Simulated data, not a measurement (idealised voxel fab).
You're looking at the process module voxel tone inversion.
Xsec cut, 180 nm wide, square cell size 5 nm.
How to read a cross-section here: the picture is a grid of square cells, written as bands going from the top down, and any band can span one or more rows of cells. Band: top and bottom heights (nm) first, top before bottom; then materials from left to right, widths in nm. "full width" marks a sole material filling the band edge to edge. "blank" denotes empty space. A quick word on heights: they are counted from 0, and under that level the wafer as it came to us is one material throughout. The lowest band is different from the rest in having no bottom; it simply continues downward, written as in "0 nm and below". The two numbers in a width such as "30 to 40" mark its ends across the band: the first belongs to the top row of cells, the second to the bottom row, and from each row to the next the width moves by the same amount. Any step labelled "remained unchanged" changed none of the cells in the cross-section. Unvented internal voids: empty space of 8 cells or more with no open way to the top, each as width x height at its distance from the left edge, in nm. If you see something after the settings on a step's line, that's the simulator's own remark about that step. "overlay nm" on a masked step: distance the mask lay right of its planned place, negative for left.
-- Below is the list of planned process steps
step 1: RECEIVE | material Si
step 2: CONFORMAL_DEP | material SiCN | thk nm 5
step 3: DIRECTIONAL_DEP | material aC | thk nm 15
step 4: PATTERN | tone cover | mask id POSTS | material resist | width nm 15 | pitch nm 45 | thk nm 25 | overlay nm 0
step 5: DIRECTIONAL_ETCH | etch materials aC | depth nm 15
step 6: STRIP | etch materials resist
step 7: FILL_DEP | material SiO2 | thk nm 10
step 8: CMP | height nm 20
step 9: STRIP | etch materials aC
All wafers enter the flow in the same state. The width nm at step 4 differs from wafer to wafer, and the plan gives the value for the first wafer.
-- Cross-sectional view of the first of several wafers in the as-received condition, corresponding to the state following step 1
* 0 nm and below  Si full width
* Unvented internal voids: none
-- The first of several wafers, seen in cross-section after the module's last step, step 9
* 20 nm to 5 nm  60 SiO2  15 blank  30 SiO2  15 blank  60 SiO2
* 5 nm to 0 nm  SiCN full width
* 0 nm and below  Si full width
* Unvented internal voids: none
-- last wafer at the end
* 20 nm to 5 nm  55 SiO2  30 blank  15 SiO2  30 blank  50 SiO2
* 5 nm to 0 nm  SiCN full width
* 0 nm and below  Si full width
* Unvented internal voids: none
-- Below, a row for every wafer. Read it as the end-of-module picture: for each material the wafer shows its cells gained (+) or lost (-) since it was received, and then its closed voids
width nm 15 | +36 SiCN | +90 SiO2 | Unvented internal voids: none
width nm 20 | +36 SiCN | +84 SiO2 | Unvented internal voids: none
width nm 25 | +36 SiCN | +78 SiO2 | Unvented internal voids: none
width nm 30 | +36 SiCN | +72 SiO2 | Unvented internal voids: none
